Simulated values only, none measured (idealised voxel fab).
Name of the process module below: voxel self aligned vias
This is section cut - it's 170 nm across, gridded in 5 nm square cells.
Notation: cross-section as square-cell grid; stated in bands, top first, going down; one or more cell rows per band.
Heights first: top, then bottom, in nm. Then materials, left to right, each with a width in nm. "all across" on a single material: fills the band edge to edge. "empty": empty space.
Zero point of the height axis is 0; under it, received wafer = one material. Lowest band: continues down indefinitely, "0..down".
A width such as "30 to 40" changes by the same amount from each row of cells to the next, from the band's top row to its bottom row.
"no alterations made" means the step left every cell of the cross-section as it was.
Empty spaces without an open route to the top, at least 8 cells in extent, make up the entry "Voids lacking openings"; each is given as width x height at distance, where the distance is measured from the left edge, and all are in nm.
On a step's line, text after the settings is the simulator commenting on that step.
overlay nm: where the mask lay relative to plan, measured to the right, on steps with a mask; negatives go left.
In what follows, pairs of cross-sections are presented, each taken before and after one process step, with the after cross-section shown only down to the lowest band that was altered; the step, together with its settings, is stated below the pair. The pairs may stem from different runs of this module on the same starting wafer; accordingly, a pair should be taken as continuing from the one above it solely where its entry headed "Prior to step" indicates as much.
-- Prior to step
	0..down: Si all across
	Voids lacking openings: none
-- Cross-Section After Step
	15..0: SiO2 all across
	No changes below 0.
	Voids lacking openings: none
Between the two cross-sections above, the process step reads CONFORMAL_DEP with material SiO2, thk nm 15
Prior to step: after-step cross-section of the pair just above applies.
-- Cross-Section After Step
	20..15: SiCN all across
	No changes below 15.
	Voids lacking openings: none
Between the two cross-sections above, the process step reads CONFORMAL_DEP with material SiCN, thk nm 5
Prior to step: after-step cross-section of the pair just above applies.
-- Cross-Section After Step
	40..20: lowk all across
	No changes below 20.
	Voids lacking openings: none
Between the two cross-sections above, the process step reads DIRECTIONAL_DEP with material lowk, thk nm 20
Prior to step: after-step cross-section of the pair just above applies.
-- Cross-Section After Step
	60..40: resist 50 nm | empty 20 nm | resist 30 nm | empty 20 nm | resist 50 nm
	No changes below 40.
	Voids lacking openings: none
Between the two cross-sections above, the process step reads PATTERN with tone open, mask id LINES, material resist, width nm 20, pitch nm 50, thk nm 20, overlay nm 0
Prior to step: after-step cross-section of the pair just above applies.
-- Cross-Section After Step
	60..40: resist 50 nm | empty 20 nm | resist 30 nm | empty 20 nm | resist 50 nm
	40..20: lowk 50 nm | empty 20 nm | lowk 30 nm | empty 20 nm | lowk 50 nm
	No changes below 20.
	Voids lacking openings: none
Between the two cross-sections above, the process step reads DIRECTIONAL_ETCH with etch materials lowk, depth nm 20
Prior to step: after-step cross-section of the pair just above applies.
-- Cross-Section After Step
	40..20: lowk 50 nm | empty 20 nm | lowk 30 nm | empty 20 nm | lowk 50 nm
	No changes below 20.
	Voids lacking openings: none
Between the two cross-sections above, the process step reads STRIP with etch materials resist
Prior to step: after-step cross-section of the pair just above applies.
-- Cross-Section After Step
	45..40: TiN 55 nm | empty 10 nm | TiN 40 nm | empty 10 nm | TiN 55 nm
	40..25: lowk 50 nm | TiN 5 nm | empty 10 nm | TiN 5 nm | lowk 30 nm | TiN 5 nm | empty 10 nm | TiN 5 nm | lowk 50 nm
	25..20: lowk 50 nm | TiN 20 nm | lowk 30 nm | TiN 20 nm | lowk 50 nm
	No changes below 20.
	Voids lacking openings: none
Between the two cross-sections above, the process step reads CONFORMAL_DEP with material TiN, thk nm 5
Prior to step: after-step cross-section of the pair just above applies.
-- Cross-Section After Step
	50..45: Ru all across
	45..40: TiN 55 nm | Ru 10 nm | TiN 40 nm | Ru 10 nm | TiN 55 nm
	40..25: lowk 50 nm | TiN 5 nm | Ru 10 nm | TiN 5 nm | lowk 30 nm | TiN 5 nm | Ru 10 nm | TiN 5 nm | lowk 50 nm
	No changes below 25.
	Voids lacking openings: none
Between the two cross-sections above, the process step reads FILL_DEP with material Ru, thk nm 5
Prior to step: after-step cross-section of the pair just above applies.
-- Cross-Section After Step
	40..25: lowk 50 nm | TiN 5 nm | Ru 10 nm | TiN 5 nm | lowk 30 nm | TiN 5 nm | Ru 10 nm | TiN 5 nm | lowk 50 nm
	No changes below 25.
	Voids lacking openings: none
Between the two cross-sections above, the process step reads CMP with height nm 40
Prior to step: after-step cross-section of the pair just above applies.
-- Cross-Section After Step
	40..35: lowk 50 nm | empty 20 nm | lowk 30 nm | empty 20 nm | lowk 50 nm
	No changes below 35.
	Voids lacking openings: none
Between the two cross-sections above, the process step reads SELECTIVE_ETCH with etch materials W Ru TiN, depth nm 5
Prior to step: after-step cross-section of the pair just above applies.
-- Cross-Section After Step
	50..40: SiN all across
	40..35: lowk 50 nm | SiN 20 nm | lowk 30 nm | SiN 20 nm | lowk 50 nm
	No changes below 35.
	Voids lacking openings: none
Between the two cross-sections above, the process step reads FILL_DEP with material SiN, thk nm 10
Prior to step: after-step cross-section of the pair just above applies.
-- Cross-Section After Step
	40..35: lowk 50 nm | SiN 20 nm | lowk 30 nm | SiN 20 nm | lowk 50 nm
	No changes below 35.
	Voids lacking openings: none
Between the two cross-sections above, the process step reads CMP with height nm 40
Prior to step: after-step cross-section of the pair just above applies.
-- Cross-Section After Step
	55..40: lowk all across
	No changes below 40.
	Voids lacking openings: none
Between the two cross-sections above, the process step reads DIRECTIONAL_DEP with material lowk, thk nm 15
Prior to step: after-step cross-section of the pair just above applies.
-- Cross-Section After Step
	55..40: lowk 45 nm | empty 30 nm | lowk 95 nm
	No changes below 40.
	Voids lacking openings: none
Between the two cross-sections above, the process step reads MASKED_ETCH with tone open, mask id VIAS, width nm 30, etch materials lowk, depth nm 15, overlay nm 0
Prior to step: after-step cross-section of the pair just above applies.
-- Cross-Section After Step
	55..40: lowk 45 nm | empty 30 nm | lowk 95 nm
	40..35: lowk 50 nm | empty 20 nm | lowk 30 nm | SiN 20 nm | lowk 50 nm
	No changes below 35.
	Voids lacking openings: none
Between the two cross-sections above, the process step reads MASKED_ETCH with tone open, mask id VIAS, width nm 30, etch materials SiN, depth nm 5, overlay nm 0
Prior to step: after-step cross-section of the pair just above applies.
-- Cross-Section After Step
	60..55: TiN 50 nm | empty 20 nm | TiN 100 nm
	55..45: lowk 45 nm | TiN 5 nm | empty 20 nm | TiN 5 nm | lowk 95 nm
	45..40: lowk 45 nm | TiN 10 nm | empty 10 nm | TiN 10 nm | lowk 95 nm
	40..35: lowk 50 nm | TiN 20 nm | lowk 30 nm | SiN 20 nm | lowk 50 nm
	No changes below 35.
	Voids lacking openings: none
Between the two cross-sections above, the process step reads CONFORMAL_DEP with material TiN, thk nm 5
Prior to step: after-step cross-section of the pair just above applies.
-- Cross-Section After Step
	70..60: Ru all across
	60..55: TiN 50 nm | Ru 20 nm | TiN 100 nm
	55..45: lowk 45 nm | TiN 5 nm | Ru 20 nm | TiN 5 nm | lowk 95 nm
	45..40: lowk 45 nm | TiN 10 nm | Ru 10 nm | TiN 10 nm | lowk 95 nm
	No changes below 40.
	Voids lacking openings: none
Between the two cross-sections above, the process step reads FILL_DEP with material Ru, thk nm 10
Prior to step: after-step cross-section of the pair just above applies.
-- Cross-Section After Step
	55..45: lowk 45 nm | TiN 5 nm | Ru 20 nm | TiN 5 nm | lowk 95 nm
	No changes below 45.
	Voids lacking openings: none
Between the two cross-sections above, the process step reads CMP with height nm 55
Prior to step: after-step cross-section of the pair just above applies.
-- Cross-Section After Step
	60..55: SiN all across
	No changes below 55.
	Voids lacking openings: none
Between the two cross-sections above, the process step reads CONFORMAL_DEP with material SiN, thk nm 5
-- Prior to step
	70..60: Ru all across
	60..55: TiN 50 nm | Ru 20 nm | TiN 100 nm
	55..45: lowk 45 nm | TiN 5 nm | Ru 20 nm | TiN 5 nm | lowk 95 nm
	45..40: lowk 45 nm | TiN 10 nm | Ru 10 nm | TiN 10 nm | lowk 95 nm
	40..35: lowk 50 nm | TiN 20 nm | lowk 30 nm | SiN 20 nm | lowk 50 nm
	35..25: lowk 50 nm | TiN 5 nm | Ru 10 nm | TiN 5 nm | lowk 30 nm | TiN 5 nm | Ru 10 nm | TiN 5 nm | lowk 50 nm
	25..20: lowk 50 nm | TiN 20 nm | lowk 30 nm | TiN 20 nm | lowk 50 nm
	20..15: SiCN all across
	15..0: SiO2 all across
	0..down: Si all across
	Voids lacking openings: none
-- Cross-Section After Step
	75..70: SiN all across
	No changes below 70.
	Voids lacking openings: none
Between the two cross-sections above, the process step reads CONFORMAL_DEP with material SiN, thk nm 5
-- Prior to step
	15..0: SiO2 all across
	0..down: Si all across
	Voids lacking openings: none
-- Cross-Section After Step
	30..0: SiO2 all across
	No changes below 0.
	Voids lacking openings: none
Between the two cross-sections above, the process step reads CONFORMAL_DEP with material SiO2, thk nm 15
Prior to step: after-step cross-section of the pair just above applies.
-- Cross-Section After Step
	35..30: SiCN all across
	No changes below 30.
	Voids lacking openings: none
Between the two cross-sections above, the process step reads CONFORMAL_DEP with material SiCN, thk nm 5
Prior to step: after-step cross-section of the pair just above applies.
-- Cross-Section After Step
	55..35: lowk all across
	No changes below 35.
	Voids lacking openings: none
Between the two cross-sections above, the process step reads DIRECTIONAL_DEP with material lowk, thk nm 20
Prior to step: after-step cross-section of the pair just above applies.
-- Cross-Section After Step
	75..55: resist 50 nm | empty 20 nm | resist 30 nm | empty 20 nm | resist 50 nm
	No changes below 55.
	Voids lacking openings: none
Between the two cross-sections above, the process step reads PATTERN with tone open, mask id LINES, material resist, width nm 20, pitch nm 50, thk nm 20, overlay nm 0
Prior to step: after-step cross-section of the pair just above applies.
-- Cross-Section After Step
	75..55: resist 50 nm | empty 20 nm | resist 30 nm | empty 20 nm | resist 50 nm
	55..35: lowk 50 nm | empty 20 nm | lowk 30 nm | empty 20 nm | lowk 50 nm
	No changes below 35.
	Voids lacking openings: none
Between the two cross-sections above, the process step reads DIRECTIONAL_ETCH with etch materials lowk, depth nm 20
Prior to step: after-step cross-section of the pair just above applies.
-- Cross-Section After Step
	55..35: lowk 50 nm | empty 20 nm | lowk 30 nm | empty 20 nm | lowk 50 nm
	No changes below 35.
	Voids lacking openings: none
Between the two cross-sections above, the process step reads STRIP with etch materials resist
Prior to step: after-step cross-section of the pair just above applies.
-- Cross-Section After Step
	60..55: TiN 55 nm | empty 10 nm | TiN 40 nm | empty 10 nm | TiN 55 nm
	55..40: lowk 50 nm | TiN 5 nm | empty 10 nm | TiN 5 nm | lowk 30 nm | TiN 5 nm | empty 10 nm | TiN 5 nm | lowk 50 nm
	40..35: lowk 50 nm | TiN 20 nm | lowk 30 nm | TiN 20 nm | lowk 50 nm
	No changes below 35.
	Voids lacking openings: none
Between the two cross-sections above, the process step reads CONFORMAL_DEP with material TiN, thk nm 5
Prior to step: after-step cross-section of the pair just above applies.
-- Cross-Section After Step
	65..60: Ru all across
	60..55: TiN 55 nm | Ru 10 nm | TiN 40 nm | Ru 10 nm | TiN 55 nm
	55..40: lowk 50 nm | TiN 5 nm | Ru 10 nm | TiN 5 nm | lowk 30 nm | TiN 5 nm | Ru 10 nm | TiN 5 nm | lowk 50 nm
	No changes below 40.
	Voids lacking openings: none
Between the two cross-sections above, the process step reads FILL_DEP with material Ru, thk nm 5
Prior to step: after-step cross-section of the pair just above applies.
-- Cross-Section After Step
	40..35: lowk 50 nm | TiN 20 nm | lowk 30 nm | TiN 20 nm | lowk 50 nm
	No changes below 35.
	Voids lacking openings: none
Between the two cross-sections above, the process step reads CMP with height nm 40
Prior to step: after-step cross-section of the pair just above applies.
-- Cross-Section After Step
	40..35: lowk 50 nm | empty 20 nm | lowk 30 nm | empty 20 nm | lowk 50 nm
	No changes below 35.
	Voids lacking openings: none
Between the two cross-sections above, the process step reads SELECTIVE_ETCH with etch materials W Ru TiN, depth nm 5
Prior to step: after-step cross-section of the pair just above applies.
-- Cross-Section After Step
	50..40: SiN all across
	40..35: lowk 50 nm | SiN 20 nm | lowk 30 nm | SiN 20 nm | lowk 50 nm
	No changes below 35.
	Voids lacking openings: none
Between the two cross-sections above, the process step reads FILL_DEP with material SiN, thk nm 10
Prior to step: after-step cross-section of the pair just above applies.
-- Cross-Section After Step
	40..35: lowk 50 nm | SiN 20 nm | lowk 30 nm | SiN 20 nm | lowk 50 nm
	No changes below 35.
	Voids lacking openings: none
Between the two cross-sections above, the process step reads CMP with height nm 40
Prior to step: after-step cross-section of the pair just above applies.
-- Cross-Section After Step
	55..40: lowk all across
	No changes below 40.
	Voids lacking openings: none
Between the two cross-sections above, the process step reads DIRECTIONAL_DEP with material lowk, thk nm 15
Prior to step: after-step cross-section of the pair just above applies.
-- Cross-Section After Step
	55..40: lowk 45 nm | empty 30 nm | lowk 95 nm
	No changes below 40.
	Voids lacking openings: none
Between the two cross-sections above, the process step reads MASKED_ETCH with tone open, mask id VIAS, width nm 30, etch materials lowk, depth nm 15, overlay nm 0
Prior to step: after-step cross-section of the pair just above applies.
-- Cross-Section After Step
	55..40: lowk 45 nm | empty 30 nm | lowk 95 nm
	40..35: lowk 50 nm | empty 20 nm | lowk 30 nm | SiN 20 nm | lowk 50 nm
	No changes below 35.
	Voids lacking openings: none
Between the two cross-sections above, the process step reads MASKED_ETCH with tone open, mask id VIAS, width nm 30, etch materials SiN, depth nm 5, overlay nm 0
Prior to step: after-step cross-section of the pair just above applies.
-- Cross-Section After Step
	60..55: TiN 50 nm | empty 20 nm | TiN 100 nm
	55..45: lowk 45 nm | TiN 5 nm | empty 20 nm | TiN 5 nm | lowk 95 nm
	45..40: lowk 45 nm | TiN 10 nm | empty 10 nm | TiN 10 nm | lowk 95 nm
	40..35: lowk 50 nm | TiN 20 nm | lowk 30 nm | SiN 20 nm | lowk 50 nm
	No changes below 35.
	Voids lacking openings: none
Between the two cross-sections above, the process step reads CONFORMAL_DEP with material TiN, thk nm 5
Prior to step: after-step cross-section of the pair just above applies.
-- Cross-Section After Step
	70..60: Ru all across
	60..55: TiN 50 nm | Ru 20 nm | TiN 100 nm
	55..45: lowk 45 nm | TiN 5 nm | Ru 20 nm | TiN 5 nm | lowk 95 nm
	45..40: lowk 45 nm | TiN 10 nm | Ru 10 nm | TiN 10 nm | lowk 95 nm
	No changes below 40.
	Voids lacking openings: none
Between the two cross-sections above, the process step reads FILL_DEP with material Ru, thk nm 10
Prior to step: after-step cross-section of the pair just above applies.
-- Cross-Section After Step
	55..45: lowk 45 nm | TiN 5 nm | Ru 20 nm | TiN 5 nm | lowk 95 nm
	No changes below 45.
	Voids lacking openings: none
Between the two cross-sections above, the process step reads CMP with height nm 55
Prior to step: after-step cross-section of the pair just above applies.
-- Cross-Section After Step
	60..55: SiN all across
	No changes below 55.
	Voids lacking openings: none
Between the two cross-sections above, the process step reads CONFORMAL_DEP with material SiN, thk nm 5
-- Prior to step
	15..0: SiO2 all across
	0..down: Si all across
	Voids lacking openings: none
-- Cross-Section After Step
	35..15: lowk all across
	No changes below 15.
	Voids lacking openings: none
Between the two cross-sections above, the process step reads DIRECTIONAL_DEP with material lowk, thk nm 20
Prior to step: after-step cross-section of the pair just above applies.
-- Cross-Section After Step
	40..35: SiCN all across
	No changes below 35.
	Voids lacking openings: none
Between the two cross-sections above, the process step reads CONFORMAL_DEP with material SiCN, thk nm 5
Prior to step: after-step cross-section of the pair just above applies.
-- Cross-Section After Step
	60..40: resist 50 nm | empty 20 nm | resist 30 nm | empty 20 nm | resist 50 nm
	No changes below 40.
	Voids lacking openings: none
Between the two cross-sections above, the process step reads PATTERN with tone open, mask id LINES, material resist, width nm 20, pitch nm 50, thk nm 20, overlay nm 0
Prior to step: after-step cross-section of the pair just above applies.
-- Cross-Section After Step
	40..35: SiCN all across
	No changes below 35.
	Voids lacking openings: none
Between the two cross-sections above, the process step reads STRIP with etch materials resist
Prior to step: after-step cross-section of the pair just above applies.
-- Cross-Section After Step
	45..40: TiN all across
	No changes below 40.
	Voids lacking openings: none
Between the two cross-sections above, the process step reads CONFORMAL_DEP with material TiN, thk nm 5
Prior to step: after-step cross-section of the pair just above applies.
-- Cross-Section After Step
	50..45: Ru all across
	No changes below 45.
	Voids lacking openings: none
Between the two cross-sections above, the process step reads FILL_DEP with material Ru, thk nm 5
Prior to step: after-step cross-section of the pair just above applies.
-- Cross-Section After Step
	40..35: SiCN all across
	No changes below 35.
	Voids lacking openings: none
Between the two cross-sections above, the process step reads CMP with height nm 40
Prior to step: after-step cross-section of the pair just above applies.
-- Cross-Section After Step
	50..40: SiN all across
	No changes below 40.
	Voids lacking openings: none
Between the two cross-sections above, the process step reads FILL_DEP with material SiN, thk nm 10
Prior to step: after-step cross-section of the pair just above applies.
-- Cross-Section After Step
	40..35: SiCN all across
	No changes below 35.
	Voids lacking openings: none
Between the two cross-sections above, the process step reads CMP with height nm 40
Prior to step: after-step cross-section of the pair just above applies.
-- Cross-Section After Step
	55..40: lowk all across
	No changes below 40.
	Voids lacking openings: none
Between the two cross-sections above, the process step reads DIRECTIONAL_DEP with material lowk, thk nm 15
Prior to step: after-step cross-section of the pair just above applies.
-- Cross-Section After Step
	55..40: lowk 45 nm | empty 30 nm | lowk 95 nm
	No changes below 40.
	Voids lacking openings: none
Between the two cross-sections above, the process step reads MASKED_ETCH with tone open, mask id VIAS, width nm 30, etch materials lowk, depth nm 15, overlay nm 0
Prior to step: after-step cross-section of the pair just above applies.
-- Cross-Section After Step
	60..55: TiN 50 nm | empty 20 nm | TiN 100 nm
	55..45: lowk 45 nm | TiN 5 nm | empty 20 nm | TiN 5 nm | lowk 95 nm
	45..40: lowk 45 nm | TiN 30 nm | lowk 95 nm
	No changes below 40.
	Voids lacking openings: none
Between the two cross-sections above, the process step reads CONFORMAL_DEP with material TiN, thk nm 5
Prior to step: after-step cross-section of the pair just above applies.
-- Cross-Section After Step
	70..60: Ru all across
	60..55: TiN 50 nm | Ru 20 nm | TiN 100 nm
	55..45: lowk 45 nm | TiN 5 nm | Ru 20 nm | TiN 5 nm | lowk 95 nm
	No changes below 45.
	Voids lacking openings: none
Between the two cross-sections above, the process step reads FILL_DEP with material Ru, thk nm 10
Prior to step: after-step cross-section of the pair just above applies.
-- Cross-Section After Step
	55..45: lowk 45 nm | TiN 5 nm | Ru 20 nm | TiN 5 nm | lowk 95 nm
	No changes below 45.
	Voids lacking openings: none
Between the two cross-sections above, the process step reads CMP with height nm 55
Prior to step: after-step cross-section of the pair just above applies.
-- Cross-Section After Step
	60..55: SiN all across
	No changes below 55.
	Voids lacking openings: none
Between the two cross-sections above, the process step reads CONFORMAL_DEP with material SiN, thk nm 5
-- Prior to step
	55..45: lowk 45 nm | TiN 5 nm | Ru 20 nm | TiN 5 nm | lowk 95 nm
	45..40: lowk 45 nm | TiN 10 nm | Ru 10 nm | TiN 10 nm | lowk 95 nm
	40..35: lowk 50 nm | TiN 20 nm | lowk 30 nm | SiN 20 nm | lowk 50 nm
	35..25: lowk 50 nm | TiN 5 nm | Ru 10 nm | TiN 5 nm | lowk 30 nm | TiN 5 nm | Ru 10 nm | TiN 5 nm | lowk 50 nm
	25..20: lowk 50 nm | TiN 20 nm | lowk 30 nm | TiN 20 nm | lowk 50 nm
	20..15: SiCN all across
	15..0: SiO2 all across
	0..down: Si all across
	Voids lacking openings: none
-- Cross-Section After Step
	70..55: SiN all across
	No changes below 55.
	Voids lacking openings: none
Between the two cross-sections above, the process step reads CONFORMAL_DEP with material SiN, thk nm 15
-- Prior to step
	55..40: lowk all across
	40..35: lowk 50 nm | SiN 20 nm | lowk 30 nm | SiN 20 nm | lowk 50 nm
	35..25: lowk 50 nm | TiN 5 nm | Ru 10 nm | TiN 5 nm | lowk 30 nm | TiN 5 nm | Ru 10 nm | TiN 5 nm | lowk 50 nm
	25..20: lowk 50 nm | TiN 20 nm | lowk 30 nm | TiN 20 nm | lowk 50 nm
	20..15: SiCN all across
	15..0: SiO2 all across
	0..down: Si all across
	Voids lacking openings: none
-- Cross-Section After Step
	55..40: lowk 40 nm | empty 40 nm | lowk 90 nm
	No changes below 40.
	Voids lacking openings: none
Between the two cross-sections above, the process step reads MASKED_ETCH with tone open, mask id VIAS, width nm 40, etch materials lowk, depth nm 15, overlay nm 0
Prior to step: after-step cross-section of the pair just above applies.
-- Cross-Section After Step
	55..40: lowk 40 nm | empty 40 nm | lowk 90 nm
	40..35: lowk 50 nm | empty 20 nm | lowk 30 nm | SiN 20 nm | lowk 50 nm
	No changes below 35.
	Voids lacking openings: none
Between the two cross-sections above, the process step reads MASKED_ETCH with tone open, mask id VIAS, width nm 30, etch materials SiN, depth nm 5, overlay nm 0
Prior to step: after-step cross-section of the pair just above applies.
-- Cross-Section After Step
	60..55: TiN 45 nm | empty 30 nm | TiN 95 nm
	55..45: lowk 40 nm | TiN 5 nm | empty 30 nm | TiN 5 nm | lowk 90 nm
	45..40: lowk 40 nm | TiN 15 nm | empty 10 nm | TiN 15 nm | lowk 90 nm
	40..35: lowk 50 nm | TiN 20 nm | lowk 30 nm | SiN 20 nm | lowk 50 nm
	No changes below 35.
	Voids lacking openings: none
Between the two cross-sections above, the process step reads CONFORMAL_DEP with material TiN, thk nm 5
Prior to step: after-step cross-section of the pair just above applies.
-- Cross-Section After Step
	70..60: Ru all across
	60..55: TiN 45 nm | Ru 30 nm | TiN 95 nm
	55..45: lowk 40 nm | TiN 5 nm | Ru 30 nm | TiN 5 nm | lowk 90 nm
	45..40: lowk 40 nm | TiN 15 nm | Ru 10 nm | TiN 15 nm | lowk 90 nm
	No changes below 40.
	Voids lacking openings: none
Between the two cross-sections above, the process step reads FILL_DEP with material Ru, thk nm 10
Prior to step: after-step cross-section of the pair just above applies.
-- Cross-Section After Step
	55..45: lowk 40 nm | TiN 5 nm | Ru 30 nm | TiN 5 nm | lowk 90 nm
	No changes below 45.
	Voids lacking openings: none
Between the two cross-sections above, the process step reads CMP with height nm 55
Prior to step: after-step cross-section of the pair just above applies.
-- Cross-Section After Step
	60..55: SiN all across
	No changes below 55.
	Voids lacking openings: none
Between the two cross-sections above, the process step reads CONFORMAL_DEP with material SiN, thk nm 5
-- Prior to step
	55..40: lowk 45 nm | empty 30 nm | lowk 95 nm
	40..35: lowk 50 nm | SiN 20 nm | lowk 30 nm | SiN 20 nm | lowk 50 nm
	35..25: lowk 50 nm | TiN 5 nm | Ru 10 nm | TiN 5 nm | lowk 30 nm | TiN 5 nm | Ru 10 nm | TiN 5 nm | lowk 50 nm
	25..20: lowk 50 nm | TiN 20 nm | lowk 30 nm | TiN 20 nm | lowk 50 nm
	20..15: SiCN all across
	15..0: SiO2 all across
	0..down: Si all across
	Voids lacking openings: none
-- Cross-Section After Step
	55..40: lowk 45 nm | empty 30 nm | lowk 95 nm
	40..35: lowk 50 nm | SiN 5 nm | empty 15 nm | lowk 30 nm | SiN 20 nm | lowk 50 nm
	No changes below 35.
	Voids lacking openings: none
Between the two cross-sections above, the process step reads MASKED_ETCH with tone open, mask id VIAS, width nm 30, etch materials SiN, depth nm 5, overlay nm 10
Prior to step: after-step cross-section of the pair just above applies.
-- Cross-Section After Step
	60..55: TiN 50 nm | empty 20 nm | TiN 100 nm
	55..45: lowk 45 nm | TiN 5 nm | empty 20 nm | TiN 5 nm | lowk 95 nm
	45..40: lowk 45 nm | TiN 15 nm | empty 5 nm | TiN 10 nm | lowk 95 nm
	40..35: lowk 50 nm | SiN 5 nm | TiN 15 nm | lowk 30 nm | SiN 20 nm | lowk 50 nm
	No changes below 35.
	Voids lacking openings: none
Between the two cross-sections above, the process step reads CONFORMAL_DEP with material TiN, thk nm 5
Prior to step: after-step cross-section of the pair just above applies.
-- Cross-Section After Step
	70..60: Ru all across
	60..55: TiN 50 nm | Ru 20 nm | TiN 100 nm
	55..45: lowk 45 nm | TiN 5 nm | Ru 20 nm | TiN 5 nm | lowk 95 nm
	45..40: lowk 45 nm | TiN 15 nm | Ru 5 nm | TiN 10 nm | lowk 95 nm
	No changes below 40.
	Voids lacking openings: none
Between the two cross-sections above, the process step reads FILL_DEP with material Ru, thk nm 10
Prior to step: after-step cross-section of the pair just above applies.
-- Cross-Section After Step
	55..45: lowk 45 nm | TiN 5 nm | Ru 20 nm | TiN 5 nm | lowk 95 nm
	No changes below 45.
	Voids lacking openings: none
Between the two cross-sections above, the process step reads CMP with height nm 55
Prior to step: after-step cross-section of the pair just above applies.
-- Cross-Section After Step
	60..55: SiN all across
	No changes below 55.
	Voids lacking openings: none
Between the two cross-sections above, the process step reads CONFORMAL_DEP with material SiN, thk nm 5
-- Prior to step
	45..40: TiN 55 nm | empty 10 nm | TiN 40 nm | empty 10 nm | TiN 55 nm
	40..25: lowk 50 nm | TiN 5 nm | empty 10 nm | TiN 5 nm | lowk 30 nm | TiN 5 nm | empty 10 nm | TiN 5 nm | lowk 50 nm
	25..20: lowk 50 nm | TiN 20 nm | lowk 30 nm | TiN 20 nm | lowk 50 nm
	20..15: SiCN all across
	15..0: SiO2 all across
	0..down: Si all across
	Voids lacking openings: none
-- Cross-Section After Step
	50..45: SiO2 all across
	45..40: TiN 55 nm | SiO2 10 nm | TiN 40 nm | SiO2 10 nm | TiN 55 nm
	40..25: lowk 50 nm | TiN 5 nm | SiO2 10 nm | TiN 5 nm | lowk 30 nm | TiN 5 nm | SiO2 10 nm | TiN 5 nm | lowk 50 nm
	No changes below 25.
	Voids lacking openings: none
Between the two cross-sections above, the process step reads FILL_DEP with material SiO2, thk nm 5
Prior to step: after-step cross-section of the pair just above applies.
-- Cross-Section After Step
	40..25: lowk 50 nm | TiN 5 nm | SiO2 10 nm | TiN 5 nm | lowk 30 nm | TiN 5 nm | SiO2 10 nm | TiN 5 nm | lowk 50 nm
	No changes below 25.
	Voids lacking openings: none
Between the two cross-sections above, the process step reads CMP with height nm 40
Prior to step: after-step cross-section of the pair just above applies.
-- Cross-Section After Step
	40..35: lowk 50 nm | empty 5 nm | SiO2 10 nm | empty 5 nm | lowk 30 nm | empty 5 nm | SiO2 10 nm | empty 5 nm | lowk 50 nm
	No changes below 35.
	Voids lacking openings: none
Between the two cross-sections above, the process step reads SELECTIVE_ETCH with etch materials W Ru TiN, depth nm 5
Prior to step: after-step cross-section of the pair just above applies.
-- Cross-Section After Step
	50..40: SiN all across
	40..35: lowk 50 nm | SiN 5 nm | SiO2 10 nm | SiN 5 nm | lowk 30 nm | SiN 5 nm | SiO2 10 nm | SiN 5 nm | lowk 50 nm
	No changes below 35.
	Voids lacking openings: none
Between the two cross-sections above, the process step reads FILL_DEP with material SiN, thk nm 10
Prior to step: after-step cross-section of the pair just above applies.
-- Cross-Section After Step
	40..35: lowk 50 nm | SiN 5 nm | SiO2 10 nm | SiN 5 nm | lowk 30 nm | SiN 5 nm | SiO2 10 nm | SiN 5 nm | lowk 50 nm
	No changes below 35.
	Voids lacking openings: none
Between the two cross-sections above, the process step reads CMP with height nm 40
Prior to step: after-step cross-section of the pair just above applies.
-- Cross-Section After Step
	55..40: lowk all across
	No changes below 40.
	Voids lacking openings: none
Between the two cross-sections above, the process step reads DIRECTIONAL_DEP with material lowk, thk nm 15
Prior to step: after-step cross-section of the pair just above applies.
-- Cross-Section After Step
	55..40: lowk 45 nm | empty 30 nm | lowk 95 nm
	No changes below 40.
	Voids lacking openings: none
Between the two cross-sections above, the process step reads MASKED_ETCH with tone open, mask id VIAS, width nm 30, etch materials lowk, depth nm 15, overlay nm 0
Prior to step: after-step cross-section of the pair just above applies.
-- Cross-Section After Step
	55..40: lowk 45 nm | empty 30 nm | lowk 95 nm
	40..35: lowk 50 nm | empty 5 nm | SiO2 10 nm | empty 5 nm | lowk 30 nm | SiN 5 nm | SiO2 10 nm | SiN 5 nm | lowk 50 nm
	No changes below 35.
	Voids lacking openings: none
Between the two cross-sections above, the process step reads MASKED_ETCH with tone open, mask id VIAS, width nm 30, etch materials SiN, depth nm 5, overlay nm 0
Prior to step: after-step cross-section of the pair just above applies.
-- Cross-Section After Step
	60..55: TiN 50 nm | empty 20 nm | TiN 100 nm
	55..45: lowk 45 nm | TiN 5 nm | empty 20 nm | TiN 5 nm | lowk 95 nm
	45..40: lowk 45 nm | TiN 30 nm | lowk 95 nm
	40..35: lowk 50 nm | TiN 5 nm | SiO2 10 nm | TiN 5 nm | lowk 30 nm | SiN 5 nm | SiO2 10 nm | SiN 5 nm | lowk 50 nm
	No changes below 35.
	Voids lacking openings: none
Between the two cross-sections above, the process step reads CONFORMAL_DEP with material TiN, thk nm 5
Prior to step: after-step cross-section of the pair just above applies.
-- Cross-Section After Step
	70..60: Ru all across
	60..55: TiN 50 nm | Ru 20 nm | TiN 100 nm
	55..45: lowk 45 nm | TiN 5 nm | Ru 20 nm | TiN 5 nm | lowk 95 nm
	No changes below 45.
	Voids lacking openings: none
Between the two cross-sections above, the process step reads FILL_DEP with material Ru, thk nm 10
Prior to step: after-step cross-section of the pair just above applies.
-- Cross-Section After Step
	55..45: lowk 45 nm | TiN 5 nm | Ru 20 nm | TiN 5 nm | lowk 95 nm
	No changes below 45.
	Voids lacking openings: none
Between the two cross-sections above, the process step reads CMP with height nm 55
Prior to step: after-step cross-section of the pair just above applies.
-- Cross-Section After Step
	60..55: SiN all across
	No changes below 55.
	Voids lacking openings: none
Between the two cross-sections above, the process step reads CONFORMAL_DEP with material SiN, thk nm 5
-- Prior to step
	40..20: lowk all across
	20..15: SiCN all across
	15..0: SiO2 all across
	0..down: Si all across
	Voids lacking openings: none
-- Cross-Section After Step
	60..40: empty 50 nm | resist 20 nm | empty 30 nm | resist 20 nm | empty 50 nm
	No changes below 40.
	Voids lacking openings: none
Between the two cross-sections above, the process step reads PATTERN with tone cover, mask id LINES, material resist, width nm 20, pitch nm 50, thk nm 20, overlay nm 0
Prior to step: after-step cross-section of the pair just above applies.
-- Cross-Section After Step
	60..40: empty 50 nm | resist 20 nm | empty 30 nm | resist 20 nm | empty 50 nm
	40..20: empty 50 nm | lowk 20 nm | empty 30 nm | lowk 20 nm | empty 50 nm
	No changes below 20.
	Voids lacking openings: none
Between the two cross-sections above, the process step reads DIRECTIONAL_ETCH with etch materials lowk, depth nm 20
Prior to step: after-step cross-section of the pair just above applies.
-- Cross-Section After Step
	40..20: empty 50 nm | lowk 20 nm | empty 30 nm | lowk 20 nm | empty 50 nm
	No changes below 20.
	Voids lacking openings: none
Between the two cross-sections above, the process step reads STRIP with etch materials resist
